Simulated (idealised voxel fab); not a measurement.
process module | voxel gate over fins
cross-section cut | 220 nm wide | cells 5 nm
A cross-section is a grid of square cells, given in bands from the top down. A band is one or more rows of cells.
Each band's line starts with the height of the band's top and of its bottom, in nm. Then come its materials from left to right, each with its width in nm. One material with "throughout" fills the band from edge to edge. "air" is empty space.
Height 0 is the level under which the wafer as received is all one material. The lowest band goes on downwards, as in "0 down".
A width such as "30 to 40" changes by the same amount from each row of cells to the next, from the band's top row to its bottom row.
"no change" after a step means that no cell of the cross-section changed.
closed voids: empty space of 8 cells or more with no open way to the top, each as width x height at its distance from the left edge, in nm
after a step's settings: what the simulator itself notes on the step
overlay nm, on a step with a mask: how far to the right of its planned place the mask lay; to the left if negative
Each pair below shows a cross-section before one step and the cross-section after it, down to the lowest band that changed. The line under each pair gives the step between them, with its settings. The pairs can come from different runs of this module on the same starting wafer, so a pair continues from the pair above only where its "before" says so.
before
  0 down: Si throughout
  closed voids: none
after
  10 to 0: SiN throughout
  below 0: unchanged
  closed voids: none
the step between: op CONFORMAL_DEP | material SiN | thk nm 10
before: the cross-section after the pair above
after
  25 to 10: air 35 | resist 15 | air 30 | resist 15 | air 30 | resist 15 | air 30 | resist 15 | air 35
  below 10: unchanged
  closed voids: none
the step between: op PATTERN | tone cover | mask id FINS | material resist | width nm 15 | pitch nm 45 | thk nm 15 | overlay nm 0
before: the cross-section after the pair above
after
  25 to 10: air 35 | resist 15 | air 30 | resist 15 | air 30 | resist 15 | air 30 | resist 15 | air 35
  10 to 0: air 35 | SiN 15 | air 30 | SiN 15 | air 30 | SiN 15 | air 30 | SiN 15 | air 35
  below 0: unchanged
  closed voids: none
the step between: op DIRECTIONAL_ETCH | etch materials SiN | depth nm 10
before: the cross-section after the pair above
after
  25 to 10: air 35 | resist 15 | air 30 | resist 15 | air 30 | resist 15 | air 30 | resist 15 | air 35
  10 to 0: air 35 | SiN 15 | air 30 | SiN 15 | air 30 | SiN 15 | air 30 | SiN 15 | air 35
  0 to -40: air 35 | Si 15 | air 30 | Si 15 | air 30 | Si 15 | air 30 | Si 15 | air 35
  below -40: unchanged
  closed voids: none
the step between: op DIRECTIONAL_ETCH | etch materials Si | depth nm 40
before: the cross-section after the pair above
after
  10 to 0: air 35 | SiN 15 | air 30 | SiN 15 | air 30 | SiN 15 | air 30 | SiN 15 | air 35
  below 0: unchanged
  closed voids: none
the step between: op STRIP | etch materials resist
before: the cross-section after the pair above
after
  25 to 10: SiO2 throughout
  10 to 0: SiO2 35 | SiN 15 | SiO2 30 | SiN 15 | SiO2 30 | SiN 15 | SiO2 30 | SiN 15 | SiO2 35
  0 to -40: SiO2 35 | Si 15 | SiO2 30 | Si 15 | SiO2 30 | Si 15 | SiO2 30 | Si 15 | SiO2 35
  below -40: unchanged
  closed voids: none
the step between: op FILL_DEP | material SiO2 | thk nm 15
before: the cross-section after the pair above
after
  10 to 0: SiO2 35 | SiN 15 | SiO2 30 | SiN 15 | SiO2 30 | SiN 15 | SiO2 30 | SiN 15 | SiO2 35
  below 0: unchanged
  closed voids: none
the step between: op CMP | height nm 10
before: the cross-section after the pair above
after
  10 to 0: air 35 | SiN 15 | air 30 | SiN 15 | air 30 | SiN 15 | air 30 | SiN 15 | air 35
  0 to -10: air 35 | Si 15 | air 30 | Si 15 | air 30 | Si 15 | air 30 | Si 15 | air 35
  below -10: unchanged
  closed voids: none
the step between: op SELECTIVE_ETCH | etch materials SiO2 | depth nm 20
before: the cross-section after the pair above
after
  0 to -10: air 35 | Si 15 | air 30 | Si 15 | air 30 | Si 15 | air 30 | Si 15 | air 35
  below -10: unchanged
  closed voids: none
the step between: op STRIP | etch materials SiN
before: the cross-section after the pair above
after
  5 to 0: air 30 | HfO2 25 | air 20 | HfO2 25 | air 20 | HfO2 25 | air 20 | HfO2 25 | air 30
  0 to -5: air 30 | HfO2 5 | Si 15 | HfO2 5 | air 20 | HfO2 5 | Si 15 | HfO2 5 | air 20 | HfO2 5 | Si 15 | HfO2 5 | air 20 | HfO2 5 | Si 15 | HfO2 5 | air 30
  -5 to -10: HfO2 35 | Si 15 | HfO2 30 | Si 15 | HfO2 30 | Si 15 | HfO2 30 | Si 15 | HfO2 35
  below -10: unchanged
  closed voids: none
the step between: op CONFORMAL_DEP | material HfO2 | thk nm 5
before: the cross-section after the pair above
after
  10 to 5: air 25 | TiN 35 | air 10 | TiN 35 | air 10 | TiN 35 | air 10 | TiN 35 | air 25
  5 to 0: air 25 | TiN 5 | HfO2 25 | TiN 5 | air 10 | TiN 5 | HfO2 25 | TiN 5 | air 10 | TiN 5 | HfO2 25 | TiN 5 | air 10 | TiN 5 | HfO2 25 | TiN 5 | air 25
  0 to -5: TiN 30 | HfO2 5 | Si 15 | HfO2 5 | TiN 20 | HfO2 5 | Si 15 | HfO2 5 | TiN 20 | HfO2 5 | Si 15 | HfO2 5 | TiN 20 | HfO2 5 | Si 15 | HfO2 5 | TiN 30
  below -5: unchanged
  closed voids: none
the step between: op CONFORMAL_DEP | material TiN | thk nm 5
before: the cross-section after the pair above
after
  15 to 10: air 20 | TiAl 180 | air 20
  10 to 5: air 20 | TiAl 5 | TiN 35 | TiAl 10 | TiN 35 | TiAl 10 | TiN 35 | TiAl 10 | TiN 35 | TiAl 5 | air 20
  5 to 0: TiAl 25 | TiN 5 | HfO2 25 | TiN 5 | TiAl 10 | TiN 5 | HfO2 25 | TiN 5 | TiAl 10 | TiN 5 | HfO2 25 | TiN 5 | TiAl 10 | TiN 5 | HfO2 25 | TiN 5 | TiAl 25
  below 0: unchanged
  closed voids: none
the step between: op CONFORMAL_DEP | material TiAl | thk nm 5
before: the cross-section after the pair above
after
  20 to 15: air 15 | TiN 190 | air 15
  15 to 10: air 15 | TiN 5 | TiAl 180 | TiN 5 | air 15
  10 to 5: TiN 20 | TiAl 5 | TiN 35 | TiAl 10 | TiN 35 | TiAl 10 | TiN 35 | TiAl 10 | TiN 35 | TiAl 5 | TiN 20
  below 5: unchanged
  closed voids: none
the step between: op CONFORMAL_DEP | material TiN | thk nm 5
before: the cross-section after the pair above
after
  35 to 20: W throughout
  20 to 15: W 15 | TiN 190 | W 15
  15 to 10: W 15 | TiN 5 | TiAl 180 | TiN 5 | W 15
  below 10: unchanged
  closed voids: none
the step between: op FILL_DEP | material W | thk nm 15
before: the cross-section after the pair above
after
  30 to 20: W throughout
  below 20: unchanged
  closed voids: none
the step between: op CMP | height nm 30
before: the cross-section after the pair above
after
  40 to 30: SiCN throughout
  below 30: unchanged
  closed voids: none
the step between: op CONFORMAL_DEP | material SiCN | thk nm 10
before
  25 to 10: SiO2 throughout
  10 to 0: SiO2 35 | SiN 15 | SiO2 30 | SiN 15 | SiO2 30 | SiN 15 | SiO2 30 | SiN 15 | SiO2 35
  0 to -40: SiO2 35 | Si 15 | SiO2 30 | Si 15 | SiO2 30 | Si 15 | SiO2 30 | Si 15 | SiO2 35
  -40 down: Si throughout
  closed voids: none
after
  10 to 5: air 35 | SiN 15 | air 30 | SiN 15 | air 30 | SiN 15 | air 30 | SiN 15 | air 35
  below 5: unchanged
  closed voids: none
the step between: op SELECTIVE_ETCH | etch materials SiO2 | depth nm 20
before: the cross-section after the pair above
after
  5 to 0: SiO2 35 | air 15 | SiO2 30 | air 15 | SiO2 30 | air 15 | SiO2 30 | air 15 | SiO2 35
  below 0: unchanged
  closed voids: none
the step between: op STRIP | etch materials SiN
before: the cross-section after the pair above
after
  10 to 5: HfO2 40 | air 5 | HfO2 40 | air 5 | HfO2 40 | air 5 | HfO2 40 | air 5 | HfO2 40
  5 to 0: SiO2 35 | HfO2 15 | SiO2 30 | HfO2 15 | SiO2 30 | HfO2 15 | SiO2 30 | HfO2 15 | SiO2 35
  below 0: unchanged
  closed voids: none
the step between: op CONFORMAL_DEP | material HfO2 | thk nm 5
before: the cross-section after the pair above
after
  15 to 10: TiN throughout
  10 to 5: HfO2 40 | TiN 5 | HfO2 40 | TiN 5 | HfO2 40 | TiN 5 | HfO2 40 | TiN 5 | HfO2 40
  below 5: unchanged
  closed voids: none
the step between: op CONFORMAL_DEP | material TiN | thk nm 5
before: the cross-section after the pair above
after
  20 to 15: TiAl throughout
  below 15: unchanged
  closed voids: none
the step between: op CONFORMAL_DEP | material TiAl | thk nm 5
before: the cross-section after the pair above
after
  25 to 20: TiN throughout
  below 20: unchanged
  closed voids: none
the step between: op CONFORMAL_DEP | material TiN | thk nm 5
before: the cross-section after the pair above
after
  40 to 25: W throughout
  below 25: unchanged
  closed voids: none
the step between: op FILL_DEP | material W | thk nm 15
before: the cross-section after the pair above
after
  30 to 25: W throughout
  below 25: unchanged
  closed voids: none
the step between: op CMP | height nm 30
before: the cross-section after the pair above
after
  40 to 30: SiCN throughout
  below 30: unchanged
  closed voids: none
the step between: op CONFORMAL_DEP | material SiCN | thk nm 10
before
  10 to 0: air 35 | SiN 15 | air 30 | SiN 15 | air 30 | SiN 15 | air 30 | SiN 15 | air 35
  0 to -10: air 35 | Si 15 | air 30 | Si 15 | air 30 | Si 15 | air 30 | Si 15 | air 35
  -10 to -40: SiO2 35 | Si 15 | SiO2 30 | Si 15 | SiO2 30 | Si 15 | SiO2 30 | Si 15 | SiO2 35
  -40 down: Si throughout
  closed voids: none
after
  10 to 0: air 35 | SiN 15 | air 30 | SiN 15 | air 30 | SiN 15 | air 30 | SiN 15 | air 35
  0 to -30: air 35 | Si 15 | air 30 | Si 15 | air 30 | Si 15 | air 30 | Si 15 | air 35
  below -30: unchanged
  closed voids: none
the step between: op SELECTIVE_ETCH | etch materials SiO2 | depth nm 20
before: the cross-section after the pair above
after
  0 to -30: air 35 | Si 15 | air 30 | Si 15 | air 30 | Si 15 | air 30 | Si 15 | air 35
  below -30: unchanged
  closed voids: none
the step between: op STRIP | etch materials SiN
before: the cross-section after the pair above
after
  5 to 0: air 30 | HfO2 25 | air 20 | HfO2 25 | air 20 | HfO2 25 | air 20 | HfO2 25 | air 30
  0 to -25: air 30 | HfO2 5 | Si 15 | HfO2 5 | air 20 | HfO2 5 | Si 15 | HfO2 5 | air 20 | HfO2 5 | Si 15 | HfO2 5 | air 20 | HfO2 5 | Si 15 | HfO2 5 | air 30
  -25 to -30: HfO2 35 | Si 15 | HfO2 30 | Si 15 | HfO2 30 | Si 15 | HfO2 30 | Si 15 | HfO2 35
  below -30: unchanged
  closed voids: none
the step between: op CONFORMAL_DEP | material HfO2 | thk nm 5
before: the cross-section after the pair above
after
  10 to 5: air 25 | TiN 35 | air 10 | TiN 35 | air 10 | TiN 35 | air 10 | TiN 35 | air 25
  5 to 0: air 25 | TiN 5 | HfO2 25 | TiN 5 | air 10 | TiN 5 | HfO2 25 | TiN 5 | air 10 | TiN 5 | HfO2 25 | TiN 5 | air 10 | TiN 5 | HfO2 25 | TiN 5 | air 25
  0 to -20: air 25 | TiN 5 | HfO2 5 | Si 15 | HfO2 5 | TiN 5 | air 10 | TiN 5 | HfO2 5 | Si 15 | HfO2 5 | TiN 5 | air 10 | TiN 5 | HfO2 5 | Si 15 | HfO2 5 | TiN 5 | air 10 | TiN 5 | HfO2 5 | Si 15 | HfO2 5 | TiN 5 | air 25
  -20 to -25: TiN 30 | HfO2 5 | Si 15 | HfO2 5 | TiN 20 | HfO2 5 | Si 15 | HfO2 5 | TiN 20 | HfO2 5 | Si 15 | HfO2 5 | TiN 20 | HfO2 5 | Si 15 | HfO2 5 | TiN 30
  below -25: unchanged
  closed voids: none
the step between: op CONFORMAL_DEP | material TiN | thk nm 5
before: the cross-section after the pair above
after
  15 to 10: air 20 | TiAl 180 | air 20
  10 to 5: air 20 | TiAl 5 | TiN 35 | TiAl 10 | TiN 35 | TiAl 10 | TiN 35 | TiAl 10 | TiN 35 | TiAl 5 | air 20
  5 to 0: air 20 | TiAl 5 | TiN 5 | HfO2 25 | TiN 5 | TiAl 10 | TiN 5 | HfO2 25 | TiN 5 | TiAl 10 | TiN 5 | HfO2 25 | TiN 5 | TiAl 10 | TiN 5 | HfO2 25 | TiN 5 | TiAl 5 | air 20
  0 to -15: air 20 | TiAl 5 | TiN 5 | HfO2 5 | Si 15 | HfO2 5 | TiN 5 | TiAl 10 | TiN 5 | HfO2 5 | Si 15 | HfO2 5 | TiN 5 | TiAl 10 | TiN 5 | HfO2 5 | Si 15 | HfO2 5 | TiN 5 | TiAl 10 | TiN 5 | HfO2 5 | Si 15 | HfO2 5 | TiN 5 | TiAl 5 | air 20
  -15 to -20: TiAl 25 | TiN 5 | HfO2 5 | Si 15 | HfO2 5 | TiN 5 | TiAl 10 | TiN 5 | HfO2 5 | Si 15 | HfO2 5 | TiN 5 | TiAl 10 | TiN 5 | HfO2 5 | Si 15 | HfO2 5 | TiN 5 | TiAl 10 | TiN 5 | HfO2 5 | Si 15 | HfO2 5 | TiN 5 | TiAl 25
  below -20: unchanged
  closed voids: none
the step between: op CONFORMAL_DEP | material TiAl | thk nm 5
before: the cross-section after the pair above
after
  20 to 15: air 15 | TiN 190 | air 15
  15 to 10: air 15 | TiN 5 | TiAl 180 | TiN 5 | air 15
  10 to 5: air 15 | TiN 5 | TiAl 5 | TiN 35 | TiAl 10 | TiN 35 | TiAl 10 | TiN 35 | TiAl 10 | TiN 35 | TiAl 5 | TiN 5 | air 15
  5 to 0: air 15 | TiN 5 | TiAl 5 | TiN 5 | HfO2 25 | TiN 5 | TiAl 10 | TiN 5 | HfO2 25 | TiN 5 | TiAl 10 | TiN 5 | HfO2 25 | TiN 5 | TiAl 10 | TiN 5 | HfO2 25 | TiN 5 | TiAl 5 | TiN 5 | air 15
  0 to -10: air 15 | TiN 5 | TiAl 5 | TiN 5 | HfO2 5 | Si 15 | HfO2 5 | TiN 5 | TiAl 10 | TiN 5 | HfO2 5 | Si 15 | HfO2 5 | TiN 5 | TiAl 10 | TiN 5 | HfO2 5 | Si 15 | HfO2 5 | TiN 5 | TiAl 10 | TiN 5 | HfO2 5 | Si 15 | HfO2 5 | TiN 5 | TiAl 5 | TiN 5 | air 15
  -10 to -15: TiN 20 | TiAl 5 | TiN 5 | HfO2 5 | Si 15 | HfO2 5 | TiN 5 | TiAl 10 | TiN 5 | HfO2 5 | Si 15 | HfO2 5 | TiN 5 | TiAl 10 | TiN 5 | HfO2 5 | Si 15 | HfO2 5 | TiN 5 | TiAl 10 | TiN 5 | HfO2 5 | Si 15 | HfO2 5 | TiN 5 | TiAl 5 | TiN 20
  below -15: unchanged
  closed voids: none
the step between: op CONFORMAL_DEP | material TiN | thk nm 5
before: the cross-section after the pair above
after
  35 to 20: W throughout
  20 to 15: W 15 | TiN 190 | W 15
  15 to 10: W 15 | TiN 5 | TiAl 180 | TiN 5 | W 15
  10 to 5: W 15 | TiN 5 | TiAl 5 | TiN 35 | TiAl 10 | TiN 35 | TiAl 10 | TiN 35 | TiAl 10 | TiN 35 | TiAl 5 | TiN 5 | W 15
  5 to 0: W 15 | TiN 5 | TiAl 5 | TiN 5 | HfO2 25 | TiN 5 | TiAl 10 | TiN 5 | HfO2 25 | TiN 5 | TiAl 10 | TiN 5 | HfO2 25 | TiN 5 | TiAl 10 | TiN 5 | HfO2 25 | TiN 5 | TiAl 5 | TiN 5 | W 15
  0 to -10: W 15 | TiN 5 | TiAl 5 | TiN 5 | HfO2 5 | Si 15 | HfO2 5 | TiN 5 | TiAl 10 | TiN 5 | HfO2 5 | Si 15 | HfO2 5 | TiN 5 | TiAl 10 | TiN 5 | HfO2 5 | Si 15 | HfO2 5 | TiN 5 | TiAl 10 | TiN 5 | HfO2 5 | Si 15 | HfO2 5 | TiN 5 | TiAl 5 | TiN 5 | W 15
  below -10: unchanged
  closed voids: none
the step between: op FILL_DEP | material W | thk nm 15
before: the cross-section after the pair above
after
  30 to 20: W throughout
  below 20: unchanged
  closed voids: none
the step between: op CMP | height nm 30
before: the cross-section after the pair above
after
  40 to 30: SiCN throughout
  below 30: unchanged
  closed voids: none
the step between: op CONFORMAL_DEP | material SiCN | thk nm 10
before
  0 to -10: air 35 | Si 15 | air 30 | Si 15 | air 30 | Si 15 | air 30 | Si 15 | air 35
  -10 to -40: SiO2 35 | Si 15 | SiO2 30 | Si 15 | SiO2 30 | Si 15 | SiO2 30 | Si 15 | SiO2 35
  -40 down: Si throughout
  closed voids: none
after
  5 to 0: air 30 | TiN 25 | air 20 | TiN 25 | air 20 | TiN 25 | air 20 | TiN 25 | air 30
  0 to -5: air 30 | TiN 5 | Si 15 | TiN 5 | air 20 | TiN 5 | Si 15 | TiN 5 | air 20 | TiN 5 | Si 15 | TiN 5 | air 20 | TiN 5 | Si 15 | TiN 5 | air 30
  -5 to -10: TiN 35 | Si 15 | TiN 30 | Si 15 | TiN 30 | Si 15 | TiN 30 | Si 15 | TiN 35
  below -10: unchanged
  closed voids: none
the step between: op CONFORMAL_DEP | material TiN | thk nm 5
before: the cross-section after the pair above
after
  10 to 5: air 25 | HfO2 35 | air 10 | HfO2 35 | air 10 | HfO2 35 | air 10 | HfO2 35 | air 25
  5 to 0: air 25 | HfO2 5 | TiN 25 | HfO2 5 | air 10 | HfO2 5 | TiN 25 | HfO2 5 | air 10 | HfO2 5 | TiN 25 | HfO2 5 | air 10 | HfO2 5 | TiN 25 | HfO2 5 | air 25
  0 to -5: HfO2 30 | TiN 5 | Si 15 | TiN 5 | HfO2 20 | TiN 5 | Si 15 | TiN 5 | HfO2 20 | TiN 5 | Si 15 | TiN 5 | HfO2 20 | TiN 5 | Si 15 | TiN 5 | HfO2 30
  below -5: unchanged
  closed voids: none
the step between: op CONFORMAL_DEP | material HfO2 | thk nm 5
before: the cross-section after the pair above
after
  15 to 10: air 20 | TiAl 180 | air 20
  10 to 5: air 20 | TiAl 5 | HfO2 35 | TiAl 10 | HfO2 35 | TiAl 10 | HfO2 35 | TiAl 10 | HfO2 35 | TiAl 5 | air 20
  5 to 0: TiAl 25 | HfO2 5 | TiN 25 | HfO2 5 | TiAl 10 | HfO2 5 | TiN 25 | HfO2 5 | TiAl 10 | HfO2 5 | TiN 25 | HfO2 5 | TiAl 10 | HfO2 5 | TiN 25 | HfO2 5 | TiAl 25
  below 0: unchanged
  closed voids: none
the step between: op CONFORMAL_DEP | material TiAl | thk nm 5
before: the cross-section after the pair above
after
  20 to 15: air 15 | TiN 190 | air 15
  15 to 10: air 15 | TiN 5 | TiAl 180 | TiN 5 | air 15
  10 to 5: TiN 20 | TiAl 5 | HfO2 35 | TiAl 10 | HfO2 35 | TiAl 10 | HfO2 35 | TiAl 10 | HfO2 35 | TiAl 5 | TiN 20
  below 5: unchanged
  closed voids: none
the step between: op CONFORMAL_DEP | material TiN | thk nm 5
before: the cross-section after the pair above
after
  35 to 20: W throughout
  20 to 15: W 15 | TiN 190 | W 15
  15 to 10: W 15 | TiN 5 | TiAl 180 | TiN 5 | W 15
  below 10: unchanged
  closed voids: none
the step between: op FILL_DEP | material W | thk nm 15
before: the cross-section after the pair above
after
  30 to 20: W throughout
  below 20: unchanged
  closed voids: none
the step between: op CMP | height nm 30
before: the cross-section after the pair above
after
  40 to 30: SiCN throughout
  below 30: unchanged
  closed voids: none
the step between: op CONFORMAL_DEP | material SiCN | thk nm 10
before
  25 to 10: air 35 | resist 15 | air 30 | resist 15 | air 30 | resist 15 | air 30 | resist 15 | air 35
  10 to 0: air 35 | SiN 15 | air 30 | SiN 15 | air 30 | SiN 15 | air 30 | SiN 15 | air 35
  0 down: Si throughout
  closed voids: none
after
  25 to 10: air 35 | resist 15 | air 30 | resist 15 | air 30 | resist 15 | air 30 | resist 15 | air 35
  10 to 0: air 35 | SiN 15 | air 30 | SiN 15 | air 30 | SiN 15 | air 30 | SiN 15 | air 35
  0 to -35: air 35 | Si 15 | air 30 | Si 15 | air 30 | Si 15 | air 30 | Si 15 | air 35
  below -35: unchanged
  closed voids: none
the step between: op DIRECTIONAL_ETCH | etch materials Si | depth nm 35
before: the cross-section after the pair above
after
  10 to 0: air 35 | SiN 15 | air 30 | SiN 15 | air 30 | SiN 15 | air 30 | SiN 15 | air 35
  below 0: unchanged
  closed voids: none
the step between: op STRIP | etch materials resist
before: the cross-section after the pair above
after
  25 to 10: SiO2 throughout
  10 to 0: SiO2 35 | SiN 15 | SiO2 30 | SiN 15 | SiO2 30 | SiN 15 | SiO2 30 | SiN 15 | SiO2 35
  0 to -35: SiO2 35 | Si 15 | SiO2 30 | Si 15 | SiO2 30 | Si 15 | SiO2 30 | Si 15 | SiO2 35
  below -35: unchanged
  closed voids: none
the step between: op FILL_DEP | material SiO2 | thk nm 15
before: the cross-section after the pair above
after
  10 to 0: SiO2 35 | SiN 15 | SiO2 30 | SiN 15 | SiO2 30 | SiN 15 | SiO2 30 | SiN 15 | SiO2 35
  below 0: unchanged
  closed voids: none
the step between: op CMP | height nm 10
before: the cross-section after the pair above
after
  10 to 0: air 35 | SiN 15 | air 30 | SiN 15 | air 30 | SiN 15 | air 30 | SiN 15 | air 35
  0 to -10: air 35 | Si 15 | air 30 | Si 15 | air 30 | Si 15 | air 30 | Si 15 | air 35
  below -10: unchanged
  closed voids: none
the step between: op SELECTIVE_ETCH | etch materials SiO2 | depth nm 20
before: the cross-section after the pair above
after
  0 to -10: air 35 | Si 15 | air 30 | Si 15 | air 30 | Si 15 | air 30 | Si 15 | air 35
  below -10: unchanged
  closed voids: none
the step between: op STRIP | etch materials SiN
before: the cross-section after the pair above
after
  5 to 0: air 30 | HfO2 25 | air 20 | HfO2 25 | air 20 | HfO2 25 | air 20 | HfO2 25 | air 30
  0 to -5: air 30 | HfO2 5 | Si 15 | HfO2 5 | air 20 | HfO2 5 | Si 15 | HfO2 5 | air 20 | HfO2 5 | Si 15 | HfO2 5 | air 20 | HfO2 5 | Si 15 | HfO2 5 | air 30
  -5 to -10: HfO2 35 | Si 15 | HfO2 30 | Si 15 | HfO2 30 | Si 15 | HfO2 30 | Si 15 | HfO2 35
  below -10: unchanged
  closed voids: none
the step between: op CONFORMAL_DEP | material HfO2 | thk nm 5
before: the cross-section after the pair above
after
  10 to 5: air 25 | TiN 35 | air 10 | TiN 35 | air 10 | TiN 35 | air 10 | TiN 35 | air 25
  5 to 0: air 25 | TiN 5 | HfO2 25 | TiN 5 | air 10 | TiN 5 | HfO2 25 | TiN 5 | air 10 | TiN 5 | HfO2 25 | TiN 5 | air 10 | TiN 5 | HfO2 25 | TiN 5 | air 25
  0 to -5: TiN 30 | HfO2 5 | Si 15 | HfO2 5 | TiN 20 | HfO2 5 | Si 15 | HfO2 5 | TiN 20 | HfO2 5 | Si 15 | HfO2 5 | TiN 20 | HfO2 5 | Si 15 | HfO2 5 | TiN 30
  below -5: unchanged
  closed voids: none
the step between: op CONFORMAL_DEP | material TiN | thk nm 5
before: the cross-section after the pair above
after
  15 to 10: air 20 | TiAl 180 | air 20
  10 to 5: air 20 | TiAl 5 | TiN 35 | TiAl 10 | TiN 35 | TiAl 10 | TiN 35 | TiAl 10 | TiN 35 | TiAl 5 | air 20
  5 to 0: TiAl 25 | TiN 5 | HfO2 25 | TiN 5 | TiAl 10 | TiN 5 | HfO2 25 | TiN 5 | TiAl 10 | TiN 5 | HfO2 25 | TiN 5 | TiAl 10 | TiN 5 | HfO2 25 | TiN 5 | TiAl 25
  below 0: unchanged
  closed voids: none
the step between: op CONFORMAL_DEP | material TiAl | thk nm 5
before: the cross-section after the pair above
after
  20 to 15: air 15 | TiN 190 | air 15
  15 to 10: air 15 | TiN 5 | TiAl 180 | TiN 5 | air 15
  10 to 5: TiN 20 | TiAl 5 | TiN 35 | TiAl 10 | TiN 35 | TiAl 10 | TiN 35 | TiAl 10 | TiN 35 | TiAl 5 | TiN 20
  below 5: unchanged
  closed voids: none
the step between: op CONFORMAL_DEP | material TiN | thk nm 5
before: the cross-section after the pair above
after
  35 to 20: W throughout
  20 to 15: W 15 | TiN 190 | W 15
  15 to 10: W 15 | TiN 5 | TiAl 180 | TiN 5 | W 15
  below 10: unchanged
  closed voids: none
the step between: op FILL_DEP | material W | thk nm 15
before: the cross-section after the pair above
after
  30 to 20: W throughout
  below 20: unchanged
  closed voids: none
the step between: op CMP | height nm 30
before: the cross-section after the pair above
after
  40 to 30: SiCN throughout
  below 30: unchanged
  closed voids: none
the step between: op CONFORMAL_DEP | material SiCN | thk nm 10
before
  10 to 0: SiN throughout
  0 down: Si throughout
  closed voids: none
after
  25 to 10: air 30 | resist 25 | air 20 | resist 25 | air 20 | resist 25 | air 20 | resist 25 | air 30
  below 10: unchanged
  closed voids: none
the step between: op PATTERN | tone cover | mask id FINS | material resist | width nm 25 | pitch nm 45 | thk nm 15 | overlay nm 0
before: the cross-section after the pair above
after
  25 to 10: air 30 | resist 25 | air 20 | resist 25 | air 20 | resist 25 | air 20 | resist 25 | air 30
  10 to 0: air 30 | SiN 25 | air 20 | SiN 25 | air 20 | SiN 25 | air 20 | SiN 25 | air 30
  below 0: unchanged
  closed voids: none
the step between: op DIRECTIONAL_ETCH | etch materials SiN | depth nm 10
before: the cross-section after the pair above
after
  25 to 10: air 30 | resist 25 | air 20 | resist 25 | air 20 | resist 25 | air 20 | resist 25 | air 30
  10 to 0: air 30 | SiN 25 | air 20 | SiN 25 | air 20 | SiN 25 | air 20 | SiN 25 | air 30
  0 to -40: air 30 | Si 25 | air 20 | Si 25 | air 20 | Si 25 | air 20 | Si 25 | air 30
  below -40: unchanged
  closed voids: none
the step between: op DIRECTIONAL_ETCH | etch materials Si | depth nm 40
before: the cross-section after the pair above
after
  10 to 0: air 30 | SiN 25 | air 20 | SiN 25 | air 20 | SiN 25 | air 20 | SiN 25 | air 30
  below 0: unchanged
  closed voids: none
the step between: op STRIP | etch materials resist
before: the cross-section after the pair above
after
  25 to 10: SiO2 throughout
  10 to 0: SiO2 30 | SiN 25 | SiO2 20 | SiN 25 | SiO2 20 | SiN 25 | SiO2 20 | SiN 25 | SiO2 30
  0 to -40: SiO2 30 | Si 25 | SiO2 20 | Si 25 | SiO2 20 | Si 25 | SiO2 20 | Si 25 | SiO2 30
  below -40: unchanged
  closed voids: none
the step between: op FILL_DEP | material SiO2 | thk nm 15
before: the cross-section after the pair above
after
  10 to 0: SiO2 30 | SiN 25 | SiO2 20 | SiN 25 | SiO2 20 | SiN 25 | SiO2 20 | SiN 25 | SiO2 30
  below 0: unchanged
  closed voids: none
the step between: op CMP | height nm 10
before: the cross-section after the pair above
after
  10 to 0: air 30 | SiN 25 | air 20 | SiN 25 | air 20 | SiN 25 | air 20 | SiN 25 | air 30
  0 to -10: air 30 | Si 25 | air 20 | Si 25 | air 20 | Si 25 | air 20 | Si 25 | air 30
  below -10: unchanged
  closed voids: none
the step between: op SELECTIVE_ETCH | etch materials SiO2 | depth nm 20
before: the cross-section after the pair above
after
  0 to -10: air 30 | Si 25 | air 20 | Si 25 | air 20 | Si 25 | air 20 | Si 25 | air 30
  below -10: unchanged
  closed voids: none
the step between: op STRIP | etch materials SiN
before: the cross-section after the pair above
after
  5 to 0: air 25 | HfO2 35 | air 10 | HfO2 35 | air 10 | HfO2 35 | air 10 | HfO2 35 | air 25
  0 to -5: air 25 | HfO2 5 | Si 25 | HfO2 5 | air 10 | HfO2 5 | Si 25 | HfO2 5 | air 10 | HfO2 5 | Si 25 | HfO2 5 | air 10 | HfO2 5 | Si 25 | HfO2 5 | air 25
  -5 to -10: HfO2 30 | Si 25 | HfO2 20 | Si 25 | HfO2 20 | Si 25 | HfO2 20 | Si 25 | HfO2 30
  below -10: unchanged
  closed voids: none
the step between: op CONFORMAL_DEP | material HfO2 | thk nm 5
before: the cross-section after the pair above
after
  10 to 5: air 20 | TiN 180 | air 20
  5 to 0: air 20 | TiN 5 | HfO2 35 | TiN 10 | HfO2 35 | TiN 10 | HfO2 35 | TiN 10 | HfO2 35 | TiN 5 | air 20
  0 to -5: TiN 25 | HfO2 5 | Si 25 | HfO2 5 | TiN 10 | HfO2 5 | Si 25 | HfO2 5 | TiN 10 | HfO2 5 | Si 25 | HfO2 5 | TiN 10 | HfO2 5 | Si 25 | HfO2 5 | TiN 25
  below -5: unchanged
  closed voids: none
the step between: op CONFORMAL_DEP | material TiN | thk nm 5
before: the cross-section after the pair above
after
  15 to 10: air 15 | TiAl 190 | air 15
  10 to 5: air 15 | TiAl 5 | TiN 180 | TiAl 5 | air 15
  5 to 0: TiAl 20 | TiN 5 | HfO2 35 | TiN 10 | HfO2 35 | TiN 10 | HfO2 35 | TiN 10 | HfO2 35 | TiN 5 | TiAl 20
  below 0: unchanged
  closed voids: none
the step between: op CONFORMAL_DEP | material TiAl | thk nm 5
before: the cross-section after the pair above
after
  20 to 15: air 10 | TiN 200 | air 10
  15 to 10: air 10 | TiN 5 | TiAl 190 | TiN 5 | air 10
  10 to 5: TiN 15 | TiAl 5 | TiN 180 | TiAl 5 | TiN 15
  below 5: unchanged
  closed voids: none
the step between: op CONFORMAL_DEP | material TiN | thk nm 5
before: the cross-section after the pair above
after
  35 to 20: W throughout
  20 to 15: W 10 | TiN 200 | W 10
  15 to 10: W 10 | TiN 5 | TiAl 190 | TiN 5 | W 10
  below 10: unchanged
  closed voids: none
the step between: op FILL_DEP | material W | thk nm 15
before: the cross-section after the pair above
after
  30 to 20: W throughout
  below 20: unchanged
  closed voids: none
the step between: op CMP | height nm 30
before: the cross-section after the pair above
after
  40 to 30: SiCN throughout
  below 30: unchanged
  closed voids: none
the step between: op CONFORMAL_DEP | material SiCN | thk nm 10
before
  10 to 0: SiN throughout
  0 down: Si throughout
  closed voids: none
after
  25 to 10: air 45 | resist 15 | air 30 | resist 15 | air 30 | resist 15 | air 30 | resist 15 | air 25
  below 10: unchanged
  closed voids: none
the step between: op PATTERN | tone cover | mask id FINS | material resist | width nm 15 | pitch nm 45 | thk nm 15 | overlay nm 10
before: the cross-section after the pair above
after
  25 to 10: air 45 | resist 15 | air 30 | resist 15 | air 30 | resist 15 | air 30 | resist 15 | air 25
  10 to 0: air 45 | SiN 15 | air 30 | SiN 15 | air 30 | SiN 15 | air 30 | SiN 15 | air 25
  below 0: unchanged
  closed voids: none
the step between: op DIRECTIONAL_ETCH | etch materials SiN | depth nm 10
